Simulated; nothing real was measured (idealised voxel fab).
Process module heading - voxel trench capacitor
Cross-sectional view cut (width: 295 nm; square cell size: 5 nm).
Bands, listed from the top down, are how a cross-section gets written in this document; the cross-section itself is a grid of square cells, and a band is one or more rows of them.
What a band's entry tells you: where the top is and where the bottom is, as heights in nm, and after that what lies inside, material by material from left to right, each with its width in nm. Empty space is written as the word "air", and a single material marked with the word "throughout" occupies the band from edge to edge.
It should be noted that heights are counted from 0, beneath which the wafer as supplied is of one material throughout, and that the lowest band possesses no lower boundary but continues downward, as written in "0 nm and below".
When a width is written as two numbers, as in "30->40", the first number is the width in the top row of cells of the band and the second is the width in its bottom row, and the width changes by the same amount from each row to the next.
No cell of the cross-section changed in a step that is given as "remains unaltered".
Voids not open to the top, 8 cells minimum: see "Entrapped void list". Written width x height at distance; distance is from the left edge; nm.
Anything after a step's settings on that line? It's the simulator's own note about the step.
For masked steps, "overlay nm" on the step line gives how far right of plan the mask actually lay; a minus sign means it lay to the left.
Layout of what follows: cross-section pairs, each bracketing one process step, the after cross-section shown only to the lowest band that changed, the step between and its settings noted under each pair. Pairs may originate in different runs of this module on the same starting wafer; a pair continues from the pair above only where its entry headed "Structure before processing" says so.

-- Structure before processing
  0 nm and below  Si throughout
  Entrapped void list: none

-- after
  10 nm to 0 nm  SiN throughout
  Whatever lies below 0 is exactly as it was before.
  Entrapped void list: none
What is the step between the two cross-sections above? CONFORMAL_DEP: material SiN, thk nm 10

Structure before processing: it's just the after picture from the pair right above this one.

-- after
  30 nm to 10 nm  resist: 105  air: 15  resist: 20  air: 15  resist: 20  air: 15  resist: 105
  Whatever lies below 10 is exactly as it was before.
  Entrapped void list: none
What is the step between the two cross-sections above? PATTERN: tone open, mask id TRENCH, material resist, width nm 15, pitch nm 35, thk nm 20, overlay nm 0

Structure before processing: it's just the after picture from the pair right above this one.

-- after
  30 nm to 10 nm  resist: 105  air: 15  resist: 20  air: 15  resist: 20  air: 15  resist: 105
  10 nm to 0 nm  SiN: 105  air: 15  SiN: 20  air: 15  SiN: 20  air: 15  SiN: 105
  Whatever lies below 0 is exactly as it was before.
  Entrapped void list: none
What is the step between the two cross-sections above? DIRECTIONAL_ETCH: etch materials SiN, depth nm 10

Structure before processing: it's just the after picture from the pair right above this one.

-- after
  30 nm to 10 nm  resist: 105  air: 15  resist: 20  air: 15  resist: 20  air: 15  resist: 105
  10 nm to 0 nm  SiN: 105  air: 15  SiN: 20  air: 15  SiN: 20  air: 15  SiN: 105
  0 nm to -25 nm  Si: 105  air: 15  Si: 20  air: 15  Si: 20  air: 15  Si: 105
  Whatever lies below -25 is exactly as it was before.
  Entrapped void list: none
What is the step between the two cross-sections above? DIRECTIONAL_ETCH: etch materials Si, depth nm 25

Structure before processing: it's just the after picture from the pair right above this one.

-- after
  10 nm to 0 nm  SiN: 105  air: 15  SiN: 20  air: 15  SiN: 20  air: 15  SiN: 105
  Whatever lies below 0 is exactly as it was before.
  Entrapped void list: none
What is the step between the two cross-sections above? STRIP: etch materials resist

Structure before processing: it's just the after picture from the pair right above this one.

-- after
  15 nm to 10 nm  Al2O3: 110  air: 5  Al2O3: 30  air: 5  Al2O3: 30  air: 5  Al2O3: 110
  10 nm to 0 nm  SiN: 105  Al2O3: 5  air: 5  Al2O3: 5  SiN: 20  Al2O3: 5  air: 5  Al2O3: 5  SiN: 20  Al2O3: 5  air: 5  Al2O3: 5  SiN: 105
  0 nm to -20 nm  Si: 105  Al2O3: 5  air: 5  Al2O3: 5  Si: 20  Al2O3: 5  air: 5  Al2O3: 5  Si: 20  Al2O3: 5  air: 5  Al2O3: 5  Si: 105
  -20 nm to -25 nm  Si: 105  Al2O3: 15  Si: 20  Al2O3: 15  Si: 20  Al2O3: 15  Si: 105
  Whatever lies below -25 is exactly as it was before.
  Entrapped void list: none
What is the step between the two cross-sections above? CONFORMAL_DEP: material Al2O3, thk nm 5

Structure before processing: it's just the after picture from the pair right above this one.

-- after
  20 nm to 15 nm  polySi throughout
  15 nm to 10 nm  Al2O3: 110  polySi: 5  Al2O3: 30  polySi: 5  Al2O3: 30  polySi: 5  Al2O3: 110
  10 nm to 0 nm  SiN: 105  Al2O3: 5  polySi: 5  Al2O3: 5  SiN: 20  Al2O3: 5  polySi: 5  Al2O3: 5  SiN: 20  Al2O3: 5  polySi: 5  Al2O3: 5  SiN: 105
  0 nm to -20 nm  Si: 105  Al2O3: 5  polySi: 5  Al2O3: 5  Si: 20  Al2O3: 5  polySi: 5  Al2O3: 5  Si: 20  Al2O3: 5  polySi: 5  Al2O3: 5  Si: 105
  Whatever lies below -20 is exactly as it was before.
  Entrapped void list: none
What is the step between the two cross-sections above? FILL_DEP: material polySi, thk nm 5

Structure before processing: it's just the after picture from the pair right above this one.

-- after
  10 nm to 0 nm  SiN: 105  Al2O3: 5  polySi: 5  Al2O3: 5  SiN: 20  Al2O3: 5  polySi: 5  Al2O3: 5  SiN: 20  Al2O3: 5  polySi: 5  Al2O3: 5  SiN: 105
  Whatever lies below 0 is exactly as it was before.
  Entrapped void list: none
What is the step between the two cross-sections above? CMP: height nm 10

-- Structure before processing
  30 nm to 10 nm  resist: 105  air: 15  resist: 20  air: 15  resist: 20  air: 15  resist: 105
  10 nm to 0 nm  SiN: 105  air: 15  SiN: 20  air: 15  SiN: 20  air: 15  SiN: 105
  0 nm to -25 nm  Si: 105  air: 15  Si: 20  air: 15  Si: 20  air: 15  Si: 105
  -25 nm and below  Si throughout
  Entrapped void list: none

-- after
  30 nm to 10 nm  resist: 105  air: 15  resist: 20  air: 15  resist: 20  air: 15  resist: 105
  10 nm to 0 nm  SiN: 105  air: 15  SiN: 20  air: 15  SiN: 20  air: 15  SiN: 105
  0 nm to -50 nm  Si: 105  air: 15  Si: 20  air: 15  Si: 20  air: 15  Si: 105
  Whatever lies below -50 is exactly as it was before.
  Entrapped void list: none
What is the step between the two cross-sections above? DIRECTIONAL_ETCH: etch materials Si, depth nm 25

Structure before processing: it's just the after picture from the pair right above this one.

-- after
  10 nm to 0 nm  SiN: 105  air: 15  SiN: 20  air: 15  SiN: 20  air: 15  SiN: 105
  Whatever lies below 0 is exactly as it was before.
  Entrapped void list: none
What is the step between the two cross-sections above? STRIP: etch materials resist

Structure before processing: it's just the after picture from the pair right above this one.

-- after
  15 nm to 10 nm  Al2O3: 110  air: 5  Al2O3: 30  air: 5  Al2O3: 30  air: 5  Al2O3: 110
  10 nm to 0 nm  SiN: 105  Al2O3: 5  air: 5  Al2O3: 5  SiN: 20  Al2O3: 5  air: 5  Al2O3: 5  SiN: 20  Al2O3: 5  air: 5  Al2O3: 5  SiN: 105
  0 nm to -45 nm  Si: 105  Al2O3: 5  air: 5  Al2O3: 5  Si: 20  Al2O3: 5  air: 5  Al2O3: 5  Si: 20  Al2O3: 5  air: 5  Al2O3: 5  Si: 105
  -45 nm to -50 nm  Si: 105  Al2O3: 15  Si: 20  Al2O3: 15  Si: 20  Al2O3: 15  Si: 105
  Whatever lies below -50 is exactly as it was before.
  Entrapped void list: none
What is the step between the two cross-sections above? CONFORMAL_DEP: material Al2O3, thk nm 5

Structure before processing: it's just the after picture from the pair right above this one.

-- after
  20 nm to 15 nm  polySi throughout
  15 nm to 10 nm  Al2O3: 110  polySi: 5  Al2O3: 30  polySi: 5  Al2O3: 30  polySi: 5  Al2O3: 110
  10 nm to 0 nm  SiN: 105  Al2O3: 5  polySi: 5  Al2O3: 5  SiN: 20  Al2O3: 5  polySi: 5  Al2O3: 5  SiN: 20  Al2O3: 5  polySi: 5  Al2O3: 5  SiN: 105
  0 nm to -45 nm  Si: 105  Al2O3: 5  polySi: 5  Al2O3: 5  Si: 20  Al2O3: 5  polySi: 5  Al2O3: 5  Si: 20  Al2O3: 5  polySi: 5  Al2O3: 5  Si: 105
  Whatever lies below -45 is exactly as it was before.
  Entrapped void list: none
What is the step between the two cross-sections above? FILL_DEP: material polySi, thk nm 5

Structure before processing: it's just the after picture from the pair right above this one.

-- after
  10 nm to 0 nm  SiN: 105  Al2O3: 5  polySi: 5  Al2O3: 5  SiN: 20  Al2O3: 5  polySi: 5  Al2O3: 5  SiN: 20  Al2O3: 5  polySi: 5  Al2O3: 5  SiN: 105
  Whatever lies below 0 is exactly as it was before.
  Entrapped void list: none
What is the step between the two cross-sections above? CMP: height nm 10

-- Structure before processing
  30 nm to 10 nm  resist: 105  air: 15  resist: 20  air: 15  resist: 20  air: 15  resist: 105
  10 nm to 0 nm  SiN: 105  air: 15  SiN: 20  air: 15  SiN: 20  air: 15  SiN: 105
  0 nm and below  Si throughout
  Entrapped void list: none

-- after
  10 nm to 0 nm  SiN: 105  air: 15  SiN: 20  air: 15  SiN: 20  air: 15  SiN: 105
  Whatever lies below 0 is exactly as it was before.
  Entrapped void list: none
What is the step between the two cross-sections above? STRIP: etch materials resist

Structure before processing: it's just the after picture from the pair right above this one.

-- after
  10 nm to 0 nm  SiN: 105  air: 15  SiN: 20  air: 15  SiN: 20  air: 15  SiN: 105
  0 nm to -25 nm  Si: 105  air: 15  Si: 20  air: 15  Si: 20  air: 15  Si: 105
  Whatever lies below -25 is exactly as it was before.
  Entrapped void list: none
What is the step between the two cross-sections above? DIRECTIONAL_ETCH: etch materials Si, depth nm 25

-- Structure before processing
  30 nm to 10 nm  resist: 105  air: 15  resist: 20  air: 15  resist: 20  air: 15  resist: 105
  10 nm to 0 nm  SiN: 105  air: 15  SiN: 20  air: 15  SiN: 20  air: 15  SiN: 105
  0 nm and below  Si throughout
  Entrapped void list: none

-- after
  30 nm to 10 nm  resist: 105  air: 15  resist: 20  air: 15  resist: 20  air: 15  resist: 105
  10 nm to 0 nm  SiN: 105  air: 15  SiN: 20  air: 15  SiN: 20  air: 15  SiN: 105
  0 nm to -35 nm  Si: 105  air: 15  Si: 20  air: 15  Si: 20  air: 15  Si: 105
  Whatever lies below -35 is exactly as it was before.
  Entrapped void list: none
What is the step between the two cross-sections above? DIRECTIONAL_ETCH: etch materials Si, depth nm 35

Structure before processing: it's just the after picture from the pair right above this one.

-- after
  10 nm to 0 nm  SiN: 105  air: 15  SiN: 20  air: 15  SiN: 20  air: 15  SiN: 105
  Whatever lies below 0 is exactly as it was before.
  Entrapped void list: none
What is the step between the two cross-sections above? STRIP: etch materials resist

Structure before processing: it's just the after picture from the pair right above this one.

-- after
  15 nm to 10 nm  Al2O3: 110  air: 5  Al2O3: 30  air: 5  Al2O3: 30  air: 5  Al2O3: 110
  10 nm to 0 nm  SiN: 105  Al2O3: 5  air: 5  Al2O3: 5  SiN: 20  Al2O3: 5  air: 5  Al2O3: 5  SiN: 20  Al2O3: 5  air: 5  Al2O3: 5  SiN: 105
  0 nm to -30 nm  Si: 105  Al2O3: 5  air: 5  Al2O3: 5  Si: 20  Al2O3: 5  air: 5  Al2O3: 5  Si: 20  Al2O3: 5  air: 5  Al2O3: 5  Si: 105
  -30 nm to -35 nm  Si: 105  Al2O3: 15  Si: 20  Al2O3: 15  Si: 20  Al2O3: 15  Si: 105
  Whatever lies below -35 is exactly as it was before.
  Entrapped void list: none
What is the step between the two cross-sections above? CONFORMAL_DEP: material Al2O3, thk nm 5

Structure before processing: it's just the after picture from the pair right above this one.

-- after
  20 nm to 15 nm  polySi throughout
  15 nm to 10 nm  Al2O3: 110  polySi: 5  Al2O3: 30  polySi: 5  Al2O3: 30  polySi: 5  Al2O3: 110
  10 nm to 0 nm  SiN: 105  Al2O3: 5  polySi: 5  Al2O3: 5  SiN: 20  Al2O3: 5  polySi: 5  Al2O3: 5  SiN: 20  Al2O3: 5  polySi: 5  Al2O3: 5  SiN: 105
  0 nm to -30 nm  Si: 105  Al2O3: 5  polySi: 5  Al2O3: 5  Si: 20  Al2O3: 5  polySi: 5  Al2O3: 5  Si: 20  Al2O3: 5  polySi: 5  Al2O3: 5  Si: 105
  Whatever lies below -30 is exactly as it was before.
  Entrapped void list: none
What is the step between the two cross-sections above? FILL_DEP: material polySi, thk nm 5

Structure before processing: it's just the after picture from the pair right above this one.

-- after
  10 nm to 0 nm  SiN: 105  Al2O3: 5  polySi: 5  Al2O3: 5  SiN: 20  Al2O3: 5  polySi: 5  Al2O3: 5  SiN: 20  Al2O3: 5  polySi: 5  Al2O3: 5  SiN: 105
  Whatever lies below 0 is exactly as it was before.
  Entrapped void list: none
What is the step between the two cross-sections above? CMP: height nm 10

-- Structure before processing
  10 nm to 0 nm  SiN throughout
  0 nm and below  Si throughout
  Entrapped void list: none

-- after
  30 nm to 10 nm  resist: 105  air: 20  resist: 15  air: 20  resist: 15  air: 20  resist: 100
  Whatever lies below 10 is exactly as it was before.
  Entrapped void list: none
What is the step between the two cross-sections above? PATTERN: tone open, mask id TRENCH, material resist, width nm 20, pitch nm 35, thk nm 20, overlay nm 0

Structure before processing: it's just the after picture from the pair right above this one.

-- after
  30 nm to 10 nm  resist: 105  air: 20  resist: 15  air: 20  resist: 15  air: 20  resist: 100
  10 nm to 0 nm  SiN: 105  air: 20  SiN: 15  air: 20  SiN: 15  air: 20  SiN: 100
  Whatever lies below 0 is exactly as it was before.
  Entrapped void list: none
What is the step between the two cross-sections above? DIRECTIONAL_ETCH: etch materials SiN, depth nm 10

Structure before processing: it's just the after picture from the pair right above this one.

-- after
  30 nm to 10 nm  resist: 105  air: 20  resist: 15  air: 20  resist: 15  air: 20  resist: 100
  10 nm to 0 nm  SiN: 105  air: 20  SiN: 15  air: 20  SiN: 15  air: 20  SiN: 100
  0 nm to -25 nm  Si: 105  air: 20  Si: 15  air: 20  Si: 15  air: 20  Si: 100
  Whatever lies below -25 is exactly as it was before.
  Entrapped void list: none
What is the step between the two cross-sections above? DIRECTIONAL_ETCH: etch materials Si, depth nm 25

Structure before processing: it's just the after picture from the pair right above this one.

-- after
  10 nm to 0 nm  SiN: 105  air: 20  SiN: 15  air: 20  SiN: 15  air: 20  SiN: 100
  Whatever lies below 0 is exactly as it was before.
  Entrapped void list: none
What is the step between the two cross-sections above? STRIP: etch materials resist

Structure before processing: it's just the after picture from the pair right above this one.

-- after
  15 nm to 10 nm  Al2O3: 110  air: 10  Al2O3: 25  air: 10  Al2O3: 25  air: 10  Al2O3: 105
  10 nm to 0 nm  SiN: 105  Al2O3: 5  air: 10  Al2O3: 5  SiN: 15  Al2O3: 5  air: 10  Al2O3: 5  SiN: 15  Al2O3: 5  air: 10  Al2O3: 5  SiN: 100
  0 nm to -20 nm  Si: 105  Al2O3: 5  air: 10  Al2O3: 5  Si: 15  Al2O3: 5  air: 10  Al2O3: 5  Si: 15  Al2O3: 5  air: 10  Al2O3: 5  Si: 100
  -20 nm to -25 nm  Si: 105  Al2O3: 20  Si: 15  Al2O3: 20  Si: 15  Al2O3: 20  Si: 100
  Whatever lies below -25 is exactly as it was before.
  Entrapped void list: none
What is the step between the two cross-sections above? CONFORMAL_DEP: material Al2O3, thk nm 5

Structure before processing: it's just the after picture from the pair right above this one.

-- after
  20 nm to 15 nm  polySi throughout
  15 nm to 10 nm  Al2O3: 110  polySi: 10  Al2O3: 25  polySi: 10  Al2O3: 25  polySi: 10  Al2O3: 105
  10 nm to 0 nm  SiN: 105  Al2O3: 5  polySi: 10  Al2O3: 5  SiN: 15  Al2O3: 5  polySi: 10  Al2O3: 5  SiN: 15  Al2O3: 5  polySi: 10  Al2O3: 5  SiN: 100
  0 nm to -20 nm  Si: 105  Al2O3: 5  polySi: 10  Al2O3: 5  Si: 15  Al2O3: 5  polySi: 10  Al2O3: 5  Si: 15  Al2O3: 5  polySi: 10  Al2O3: 5  Si: 100
  Whatever lies below -20 is exactly as it was before.
  Entrapped void list: none
What is the step between the two cross-sections above? FILL_DEP: material polySi, thk nm 5

Structure before processing: it's just the after picture from the pair right above this one.

-- after
  10 nm to 0 nm  SiN: 105  Al2O3: 5  polySi: 10  Al2O3: 5  SiN: 15  Al2O3: 5  polySi: 10  Al2O3: 5  SiN: 15  Al2O3: 5  polySi: 10  Al2O3: 5  SiN: 100
  Whatever lies below 0 is exactly as it was before.
  Entrapped void list: none
What is the step between the two cross-sections above? CMP: height nm 10

-- Structure before processing
  10 nm to 0 nm  SiN throughout
  0 nm and below  Si throughout
  Entrapped void list: none

-- after
  30 nm to 10 nm  resist: 115  air: 15  resist: 20  air: 15  resist: 20  air: 15  resist: 95
  Whatever lies below 10 is exactly as it was before.
  Entrapped void list: none
What is the step between the two cross-sections above? PATTERN: tone open, mask id TRENCH, material resist, width nm 15, pitch nm 35, thk nm 20, overlay nm 10

Structure before processing: it's just the after picture from the pair right above this one.

-- after
  30 nm to 10 nm  resist: 115  air: 15  resist: 20  air: 15  resist: 20  air: 15  resist: 95
  10 nm to 0 nm  SiN: 115  air: 15  SiN: 20  air: 15  SiN: 20  air: 15  SiN: 95
  Whatever lies below 0 is exactly as it was before.
  Entrapped void list: none
What is the step between the two cross-sections above? DIRECTIONAL_ETCH: etch materials SiN, depth nm 10

Structure before processing: it's just the after picture from the pair right above this one.

-- after
  30 nm to 10 nm  resist: 115  air: 15  resist: 20  air: 15  resist: 20  air: 15  resist: 95
  10 nm to 0 nm  SiN: 115  air: 15  SiN: 20  air: 15  SiN: 20  air: 15  SiN: 95
  0 nm to -25 nm  Si: 115  air: 15  Si: 20  air: 15  Si: 20  air: 15  Si: 95
  Whatever lies below -25 is exactly as it was before.
  Entrapped void list: none
What is the step between the two cross-sections above? DIRECTIONAL_ETCH: etch materials Si, depth nm 25

Structure before processing: it's just the after picture from the pair right above this one.

-- after
  10 nm to 0 nm  SiN: 115  air: 15  SiN: 20  air: 15  SiN: 20  air: 15  SiN: 95
  Whatever lies below 0 is exactly as it was before.
  Entrapped void list: none
What is the step between the two cross-sections above? STRIP: etch materials resist

Structure before processing: it's just the after picture from the pair right above this one.

-- after
  15 nm to 10 nm  Al2O3: 120  air: 5  Al2O3: 30  air: 5  Al2O3: 30  air: 5  Al2O3: 100
  10 nm to 0 nm  SiN: 115  Al2O3: 5  air: 5  Al2O3: 5  SiN: 20  Al2O3: 5  air: 5  Al2O3: 5  SiN: 20  Al2O3: 5  air: 5  Al2O3: 5  SiN: 95
  0 nm to -20 nm  Si: 115  Al2O3: 5  air: 5  Al2O3: 5  Si: 20  Al2O3: 5  air: 5  Al2O3: 5  Si: 20  Al2O3: 5  air: 5  Al2O3: 5  Si: 95
  -20 nm to -25 nm  Si: 115  Al2O3: 15  Si: 20  Al2O3: 15  Si: 20  Al2O3: 15  Si: 95
  Whatever lies below -25 is exactly as it was before.
  Entrapped void list: none
What is the step between the two cross-sections above? CONFORMAL_DEP: material Al2O3, thk nm 5

Structure before processing: it's just the after picture from the pair right above this one.

-- after
  20 nm to 15 nm  polySi throughout
  15 nm to 10 nm  Al2O3: 120  polySi: 5  Al2O3: 30  polySi: 5  Al2O3: 30  polySi: 5  Al2O3: 100
  10 nm to 0 nm  SiN: 115  Al2O3: 5  polySi: 5  Al2O3: 5  SiN: 20  Al2O3: 5  polySi: 5  Al2O3: 5  SiN: 20  Al2O3: 5  polySi: 5  Al2O3: 5  SiN: 95
  0 nm to -20 nm  Si: 115  Al2O3: 5  polySi: 5  Al2O3: 5  Si: 20  Al2O3: 5  polySi: 5  Al2O3: 5  Si: 20  Al2O3: 5  polySi: 5  Al2O3: 5  Si: 95
  Whatever lies below -20 is exactly as it was before.
  Entrapped void list: none
What is the step between the two cross-sections above? FILL_DEP: material polySi, thk nm 5

Structure before processing: it's just the after picture from the pair right above this one.

-- after
  10 nm to 0 nm  SiN: 115  Al2O3: 5  polySi: 5  Al2O3: 5  SiN: 20  Al2O3: 5  polySi: 5  Al2O3: 5  SiN: 20  Al2O3: 5  polySi: 5  Al2O3: 5  SiN: 95
  Whatever lies below 0 is exactly as it was before.
  Entrapped void list: none
What is the step between the two cross-sections above? CMP: height nm 10

-- Structure before processing
  10 nm to 0 nm  SiN: 105  air: 15  SiN: 20  air: 15  SiN: 20  air: 15  SiN: 105
  0 nm to -25 nm  Si: 105  air: 15  Si: 20  air: 15  Si: 20  air: 15  Si: 105
  -25 nm and below  Si throughout
  Entrapped void list: none

-- after
  15 nm to 0 nm  SiN: 110  air: 5  SiN: 30  air: 5  SiN: 30  air: 5  SiN: 110
  0 nm to -20 nm  Si: 105  SiN: 5  air: 5  SiN: 5  Si: 20  SiN: 5  air: 5  SiN: 5  Si: 20  SiN: 5  air: 5  SiN: 5  Si: 105
  -20 nm to -25 nm  Si: 105  SiN: 15  Si: 20  SiN: 15  Si: 20  SiN: 15  Si: 105
  Whatever lies below -25 is exactly as it was before.
  Entrapped void list: none
What is the step between the two cross-sections above? CONFORMAL_DEP: material SiN, thk nm 5

Structure before processing: it's just the after picture from the pair right above this one.

-- after
  20 nm to 15 nm  polySi throughout
  15 nm to 0 nm  SiN: 110  polySi: 5  SiN: 30  polySi: 5  SiN: 30  polySi: 5  SiN: 110
  0 nm to -20 nm  Si: 105  SiN: 5  polySi: 5  SiN: 5  Si: 20  SiN: 5  polySi: 5  SiN: 5  Si: 20  SiN: 5  polySi: 5  SiN: 5  Si: 105
  Whatever lies below -20 is exactly as it was before.
  Entrapped void list: none
What is the step between the two cross-sections above? FILL_DEP: material polySi, thk nm 5

Structure before processing: it's just the after picture from the pair right above this one.

-- after
  10 nm to 0 nm  SiN: 110  polySi: 5  SiN: 30  polySi: 5  SiN: 30  polySi: 5  SiN: 110
  Whatever lies below 0 is exactly as it was before.
  Entrapped void list: none
What is the step between the two cross-sections above? CMP: height nm 10

-- Structure before processing
  10 nm to 0 nm  SiN throughout
  0 nm and below  Si throughout
  Entrapped void list: none

-- after
  30 nm to 10 nm  air: 105  resist: 15  air: 20  resist: 15  air: 20  resist: 15  air: 105
  Whatever lies below 10 is exactly as it was before.
  Entrapped void list: none
What is the step between the two cross-sections above? PATTERN: tone cover, mask id TRENCH, material resist, width nm 15, pitch nm 35, thk nm 20, overlay nm 0

Structure before processing: it's just the after picture from the pair right above this one.

-- after
  30 nm to 10 nm  air: 105  resist: 15  air: 20  resist: 15  air: 20  resist: 15  air: 105
  10 nm to 0 nm  air: 105  SiN: 15  air: 20  SiN: 15  air: 20  SiN: 15  air: 105
  Whatever lies below 0 is exactly as it was before.
  Entrapped void list: none
What is the step between the two cross-sections above? DIRECTIONAL_ETCH: etch materials SiN, depth nm 10

Structure before processing: it's just the after picture from the pair right above this one.

-- after
  30 nm to 10 nm  air: 105  resist: 15  air: 20  resist: 15  air: 20  resist: 15  air: 105
  10 nm to 0 nm  air: 105  SiN: 15  air: 20  SiN: 15  air: 20  SiN: 15  air: 105
  0 nm to -25 nm  air: 105  Si: 15  air: 20  Si: 15  air: 20  Si: 15  air: 105
  Whatever lies below -25 is exactly as it was before.
  Entrapped void list: none
What is the step between the two cross-sections above? DIRECTIONAL_ETCH: etch materials Si, depth nm 25

Structure before processing: it's just the after picture from the pair right above this one.

-- after
  10 nm to 0 nm  air: 105  SiN: 15  air: 20  SiN: 15  air: 20  SiN: 15  air: 105
  Whatever lies below 0 is exactly as it was before.
  Entrapped void list: none
What is the step between the two cross-sections above? STRIP: etch materials resist

Structure before processing: it's just the after picture from the pair right above this one.

-- after
  15 nm to 10 nm  air: 100  Al2O3: 25  air: 10  Al2O3: 25  air: 10  Al2O3: 25  air: 100
  10 nm to 0 nm  air: 100  Al2O3: 5  SiN: 15  Al2O3: 5  air: 10  Al2O3: 5  SiN: 15  Al2O3: 5  air: 10  Al2O3: 5  SiN: 15  Al2O3: 5  air: 100
  0 nm to -20 nm  air: 100  Al2O3: 5  Si: 15  Al2O3: 5  air: 10  Al2O3: 5  Si: 15  Al2O3: 5  air: 10  Al2O3: 5  Si: 15  Al2O3: 5  air: 100
  -20 nm to -25 nm  Al2O3: 105  Si: 15  Al2O3: 20  Si: 15  Al2O3: 20  Si: 15  Al2O3: 105
  Whatever lies below -25 is exactly as it was before.
  Entrapped void list: none
What is the step between the two cross-sections above? CONFORMAL_DEP: material Al2O3, thk nm 5

Structure before processing: it's just the after picture from the pair right above this one.

-- after
  20 nm to 15 nm  polySi throughout
  15 nm to 10 nm  polySi: 100  Al2O3: 25  polySi: 10  Al2O3: 25  polySi: 10  Al2O3: 25  polySi: 100
  10 nm to 0 nm  polySi: 100  Al2O3: 5  SiN: 15  Al2O3: 5  polySi: 10  Al2O3: 5  SiN: 15  Al2O3: 5  polySi: 10  Al2O3: 5  SiN: 15  Al2O3: 5  polySi: 100
  0 nm to -20 nm  polySi: 100  Al2O3: 5  Si: 15  Al2O3: 5  polySi: 10  Al2O3: 5  Si: 15  Al2O3: 5  polySi: 10  Al2O3: 5  Si: 15  Al2O3: 5  polySi: 100
  Whatever lies below -20 is exactly as it was before.
  Entrapped void list: none
What is the step between the two cross-sections above? FILL_DEP: material polySi, thk nm 5

Structure before processing: it's just the after picture from the pair right above this one.

-- after
  10 nm to 0 nm  polySi: 100  Al2O3: 5  SiN: 15  Al2O3: 5  polySi: 10  Al2O3: 5  SiN: 15  Al2O3: 5  polySi: 10  Al2O3: 5  SiN: 15  Al2O3: 5  polySi: 100
  Whatever lies below 0 is exactly as it was before.
  Entrapped void list: none
What is the step between the two cross-sections above? CMP: height nm 10
